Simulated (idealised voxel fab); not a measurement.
process module | voxel transistor to metal
cross-section cut | 185 nm wide | cells 5 nm
A cross-section is a grid of square cells, given in bands from the top down. A band is one or more rows of cells.
Each band's line starts with the height of the band's top and of its bottom, in nm. Then come its materials from left to right, each with its width in nm. One material with "throughout" fills the band from edge to edge. "air" is empty space.
Height 0 is the level under which the wafer as received is all one material. The lowest band goes on downwards, as in "0 down".
A width such as "30 to 40" changes by the same amount from each row of cells to the next, from the band's top row to its bottom row.
"no change" after a step means that no cell of the cross-section changed.
closed voids: empty space of 8 cells or more with no open way to the top, each as width x height at its distance from the left edge, in nm
after a step's settings: what the simulator itself notes on the step
overlay nm, on a step with a mask: how far to the right of its planned place the mask lay; to the left if negative
plan
1 op RECEIVE | material Si
2 op OXIDIZE | depth nm 5
3 op CONFORMAL_DEP | material SiN | thk nm 15
4 op DIRECTIONAL_DEP | material aC | thk nm 10
5 op PATTERN | tone cover | mask id ACTIVE | material resist | width nm 105 | thk nm 30 | overlay nm 0
6 op DIRECTIONAL_ETCH | etch materials aC | depth nm 10
7 op STRIP | etch materials resist
8 op DIRECTIONAL_ETCH | etch materials SiN | depth nm 15
9 op DIRECTIONAL_ETCH | etch materials SiO2 | depth nm 5
10 op DIRECTIONAL_ETCH | etch materials Si | depth nm 35
11 op STRIP | etch materials aC
12 op FILL_DEP | material SiO2 | thk nm 10
13 op CMP | height nm 15
14 op SELECTIVE_ETCH | etch materials SiO2 | depth nm 10
15 op STRIP | etch materials SiN
16 op SELECTIVE_ETCH | etch materials SiO2 | depth nm 5
17 op OXIDIZE | depth nm 5
18 op DIRECTIONAL_DEP | material polySi | thk nm 20
19 op DIRECTIONAL_DEP | material SiCN | thk nm 10
20 op MASKED_ETCH | tone cover | mask id GATE | width nm 25 | etch materials SiCN | depth nm 20 | overlay nm 0
21 op MASKED_ETCH | tone cover | mask id GATE | width nm 25 | etch materials polySi | depth nm 30 | overlay nm 0
22 op CONFORMAL_DEP | material SiN | thk nm 5
23 op DIRECTIONAL_ETCH | etch materials SiN | depth nm 5
24 op DIRECTIONAL_ETCH | etch materials SiO2 | depth nm 5
25 op DIRECTIONAL_ETCH | etch materials Si | depth nm 10
26 op EPI | material pSi | thk nm 10
27 op FILL_DEP | material SiO2 | thk nm 10
28 op CMP | height nm 25
29 op DIRECTIONAL_DEP | material SiO2 | thk nm 10
30 op PATTERN | tone open | mask id CONTACT | material resist | width nm 30 | pitch nm 65 | thk nm 15 | overlay nm 0
31 op DIRECTIONAL_ETCH | etch materials SiO2 | depth nm 45
32 op STRIP | etch materials resist
33 op CONFORMAL_DEP | material TiN | thk nm 5
34 op FILL_DEP | material Ru | thk nm 10
35 op CMP | height nm 35
36 op DIRECTIONAL_DEP | material TiN | thk nm 5
37 op DIRECTIONAL_DEP | material W | thk nm 20
38 op DIRECTIONAL_DEP | material aC | thk nm 15
39 op PATTERN | tone cover | mask id METAL_1 | material resist | width nm 15 | pitch nm 80 | thk nm 35 | overlay nm 0
40 op DIRECTIONAL_ETCH | etch materials aC | depth nm 15
41 op STRIP | etch materials resist
42 op DIRECTIONAL_ETCH | etch materials W | depth nm 20
43 op DIRECTIONAL_ETCH | etch materials TiN | depth nm 5
44 op STRIP | etch materials aC
45 op FILL_DEP | material SiO2 | thk nm 10
46 op CMP | height nm 60
47 op CONFORMAL_DEP | material SiCN | thk nm 5
48 op DIRECTIONAL_DEP | material lowk | thk nm 30
49 op DIRECTIONAL_DEP | material aC | thk nm 10
50 op PATTERN | tone open | mask id METAL_2 | material resist | width nm 15 | pitch nm 80 | thk nm 25 | overlay nm 0
51 op DIRECTIONAL_ETCH | etch materials aC | depth nm 10
52 op STRIP | etch materials resist
53 op DIRECTIONAL_ETCH | etch materials lowk | depth nm 15
54 op STRIP | etch materials aC
55 op DIRECTIONAL_DEP | material aC | thk nm 10
56 op PATTERN | tone open | mask id METAL_2_HOLES | material resist | width nm 15 | pitch nm 80 | thk nm 25 | overlay nm 0
57 op DIRECTIONAL_ETCH | etch materials aC | depth nm 10
58 op STRIP | etch materials resist
59 op DIRECTIONAL_ETCH | etch materials lowk | depth nm 15
60 op DIRECTIONAL_ETCH | etch materials SiCN | depth nm 5
61 op STRIP | etch materials aC
62 op CONFORMAL_DEP | material TiN | thk nm 5
63 op FILL_DEP | material Cu | thk nm 10
64 op CMP | height nm 95
65 op CONFORMAL_DEP | material SiCN | thk nm 5
as received, after step 1
  0 down: Si throughout
  closed voids: none
first wafer at the end, as planned
  100 to 95: SiCN throughout
  95 to 65: lowk 45 | TiN 5 | Cu 5 | TiN 5 | lowk 65 | TiN 5 | Cu 5 | TiN 5 | lowk 45
  65 to 60: SiCN 45 | TiN 15 | SiCN 65 | TiN 15 | SiCN 45
  60 to 40: SiO2 45 | W 15 | SiO2 65 | W 15 | SiO2 45
  40 to 35: SiO2 45 | TiN 15 | SiO2 65 | TiN 15 | SiO2 45
  35 to 25: SiO2 45 | TiN 5 | Ru 20 | TiN 5 | SiO2 35 | TiN 5 | Ru 20 | TiN 5 | SiO2 45
  25 to 15: SiO2 45 | TiN 5 | Ru 20 | TiN 5 | SiN 5 | SiCN 25 | SiN 5 | TiN 5 | Ru 20 | TiN 5 | SiO2 45
  15 to 5: SiO2 45 | TiN 5 | Ru 20 | TiN 5 | SiN 5 | polySi 25 | SiN 5 | TiN 5 | Ru 20 | TiN 5 | SiO2 45
  5 to 0: SiO2 45 | TiN 5 | Ru 10 | TiN 15 | SiN 5 | polySi 25 | SiN 5 | TiN 15 | Ru 10 | TiN 5 | SiO2 45
  0 to -5: SiO2 35 | SiN 5 | SiO2 5 | TiN 5 | Ru 10 | TiN 5 | pSi 10 | SiN 5 | polySi 25 | SiN 5 | pSi 10 | TiN 5 | Ru 10 | TiN 5 | SiO2 5 | SiN 5 | SiO2 35
  -5 to -10: SiO2 45 | TiN 20 | pSi 10 | SiO2 35 | pSi 10 | TiN 20 | SiO2 45
  -10 to -20: SiO2 40 | pSi 35 | Si 35 | pSi 35 | SiO2 40
  -20 to -40: SiO2 40 | Si 105 | SiO2 40
  -40 down: Si throughout
  closed voids: none
second wafer at the end: like start, like plan, one mistake
  100 to 95: SiCN throughout
  95 to 65: lowk 45 | TiN 5 | Cu 5 | TiN 5 | lowk 65 | TiN 5 | Cu 5 | TiN 5 | lowk 45
  65 to 60: SiCN 45 | TiN 15 | SiCN 65 | TiN 15 | SiCN 45
  60 to 40: SiO2 45 | W 15 | SiO2 65 | W 15 | SiO2 45
  40 to 35: SiO2 45 | TiN 15 | SiO2 65 | TiN 15 | SiO2 45
  35 to 25: SiO2 45 | TiN 5 | Ru 20 | TiN 5 | SiO2 35 | TiN 5 | Ru 20 | TiN 5 | SiO2 45
  25 to 15: SiO2 45 | TiN 5 | Ru 20 | TiN 5 | SiO2 5 | SiN 5 | SiCN 15 | SiN 5 | SiO2 5 | TiN 5 | Ru 20 | TiN 5 | SiO2 45
  15 to 5: SiO2 45 | TiN 5 | Ru 20 | TiN 5 | SiN 5 | polySi 25 | SiN 5 | TiN 5 | Ru 20 | TiN 5 | SiO2 45
  5 to 0: SiO2 45 | TiN 5 | Ru 10 | TiN 15 | SiN 5 | polySi 25 | SiN 5 | TiN 15 | Ru 10 | TiN 5 | SiO2 45
  0 to -5: SiO2 35 | SiN 5 | SiO2 5 | TiN 5 | Ru 10 | TiN 5 | pSi 10 | SiN 5 | polySi 25 | SiN 5 | pSi 10 | TiN 5 | Ru 10 | TiN 5 | SiO2 5 | SiN 5 | SiO2 35
  -5 to -10: SiO2 45 | TiN 20 | pSi 10 | SiO2 35 | pSi 10 | TiN 20 | SiO2 45
  -10 to -20: SiO2 40 | pSi 35 | Si 35 | pSi 35 | SiO2 40
  -20 to -40: SiO2 40 | Si 105 | SiO2 40
  -40 down: Si throughout
  closed voids: none
what went wrong: step 20 ran as: op MASKED_ETCH | tone cover | mask id GATE | width nm 15 | etch materials SiCN | depth nm 20 | overlay nm 0
at the end the second wafer has, in cells: 4 fewer of SiCN | 4 more of SiO2
